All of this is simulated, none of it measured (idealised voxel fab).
process module | voxel double patterning
cross-section cut | 180 nm wide | cells 5 nm
A cross-section is a grid of square cells, given in bands from the top down. A band is one or more rows of cells.
Each band's line starts with the height of the band's top and of its bottom, in nm. Then come its materials from left to right, each with its width in nm. One material with "throughout" fills the band from edge to edge. "air" is empty space.
Height 0 is the level under which the wafer as received is all one material. The lowest band goes on downwards, as in "0 down".
A width such as "30 to 40" changes by the same amount from each row of cells to the next, from the band's top row to its bottom row.
"no change" after a step means that no cell of the cross-section changed.
closed voids: empty space of 8 cells or more with no open way to the top, each as width x height at its distance from the left edge, in nm
after a step's settings: what the simulator itself notes on the step
overlay nm, on a step with a mask: how far to the right of its planned place the mask lay; to the left if negative
plan
1 op RECEIVE | material Si
2 op CONFORMAL_DEP | material SiO2 | thk nm 10
3 op DIRECTIONAL_DEP | material polySi | thk nm 10
4 op DIRECTIONAL_DEP | material SiCN | thk nm 5
5 op MASKED_ETCH | tone open | mask id FIRST | width nm 15 | pitch nm 50 | etch materials SiCN | depth nm 5 | overlay nm -15
6 op MASKED_ETCH | tone open | mask id SECOND | width nm 15 | etch materials SiCN | depth nm 5 | overlay nm 0
7 op DIRECTIONAL_ETCH | etch materials polySi | depth nm 10
8 op STRIP | etch materials SiCN
varied across the wafers: overlay nm of step 5. The plan shows the first wafer's value. All wafers start alike
first wafer as received, after step 1
  0 down: Si throughout
  closed voids: none
first wafer at the end, after step 8
  20 to 10: polySi 40 | air 15 | polySi 25 | air 25 | polySi 75
  10 to 0: SiO2 throughout
  0 down: Si throughout
  closed voids: none
last wafer at the end
  20 to 10: polySi 70 | air 25 | polySi 25 | air 15 | polySi 45
  10 to 0: SiO2 throughout
  0 down: Si throughout
  closed voids: none
each wafer at the end: cells of each material gained (+) or lost (-) since it was received, then its closed voids
overlay nm -15 | +72 SiO2 | +56 polySi | closed voids: none
overlay nm -10 | +72 SiO2 | +54 polySi | closed voids: none
overlay nm -5 | +72 SiO2 | +54 polySi | closed voids: none
overlay nm 0 | +72 SiO2 | +54 polySi | closed voids: none
overlay nm 5 | +72 SiO2 | +54 polySi | closed voids: none
overlay nm 10 | +72 SiO2 | +54 polySi | closed voids: none
overlay nm 15 | +72 SiO2 | +56 polySi | closed voids: none
